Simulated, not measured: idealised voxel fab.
process module | voxel self aligned contacts
cross-section cut | 265 nm wide | cells 5 nm
A cross-section is a grid of square cells, given in bands from the top down. A band is one or more rows of cells.
Each band's line starts with the height of the band's top and of its bottom, in nm. Then come its materials from left to right, each with its width in nm. One material with "throughout" fills the band from edge to edge. "air" is empty space.
Height 0 is the level under which the wafer as received is all one material. The lowest band goes on downwards, as in "0 down".
A width such as "30 to 40" changes by the same amount from each row of cells to the next, from the band's top row to its bottom row.
"no change" after a step means that no cell of the cross-section changed.
closed voids: empty space of 8 cells or more with no open way to the top, each as width x height at its distance from the left edge, in nm
after a step's settings: what the simulator itself notes on the step
overlay nm, on a step with a mask: how far to the right of its planned place the mask lay; to the left if negative
plan
1 op RECEIVE | material Si
2 op OXIDIZE | depth nm 5
3 op DIRECTIONAL_DEP | material polySi | thk nm 20
4 op DIRECTIONAL_DEP | material SiN | thk nm 15
5 op PATTERN | tone cover | mask id GATE | material resist | width nm 35 | pitch nm 70 | thk nm 20 | overlay nm 0
6 op DIRECTIONAL_ETCH | etch materials SiN | depth nm 15
7 op DIRECTIONAL_ETCH | etch materials polySi | depth nm 20
8 op STRIP | etch materials resist
9 op CONFORMAL_DEP | material SiN | thk nm 5
10 op DIRECTIONAL_ETCH | etch materials SiN | depth nm 5
11 op FILL_DEP | material SiO2 | thk nm 15
12 op CMP | height nm 40
13 op PATTERN | tone open | mask id CONTACT | material resist | width nm 45 | thk nm 15 | overlay nm 0
14 op DIRECTIONAL_ETCH | etch materials SiO2 | depth nm 45
15 op STRIP | etch materials resist
16 op CONFORMAL_DEP | material TiN | thk nm 5
17 op FILL_DEP | material Ru | thk nm 5
18 op CMP | height nm 40
19 op CONFORMAL_DEP | material SiN | thk nm 5
as received, after step 1
  0 down: Si throughout
  closed voids: none
a wafer at the end: this start, this plan, one mistake
  45 to 40: SiN throughout
  40 to 35: SiO2 110 | TiN 15 | Ru 15 | TiN 15 | SiO2 110
  35 to 20: SiO2 75 | SiN 45 | TiN 5 | Ru 15 | TiN 5 | SiN 45 | SiO2 75
  20 to 5: SiO2 75 | SiN 5 | polySi 35 | SiN 5 | TiN 5 | Ru 15 | TiN 5 | SiN 5 | polySi 35 | SiN 5 | SiO2 75
  5 to 0: SiO2 75 | SiN 5 | polySi 35 | SiN 5 | TiN 25 | SiN 5 | polySi 35 | SiN 5 | SiO2 75
  0 down: Si throughout
  closed voids: none
what went wrong: step 2 was left out
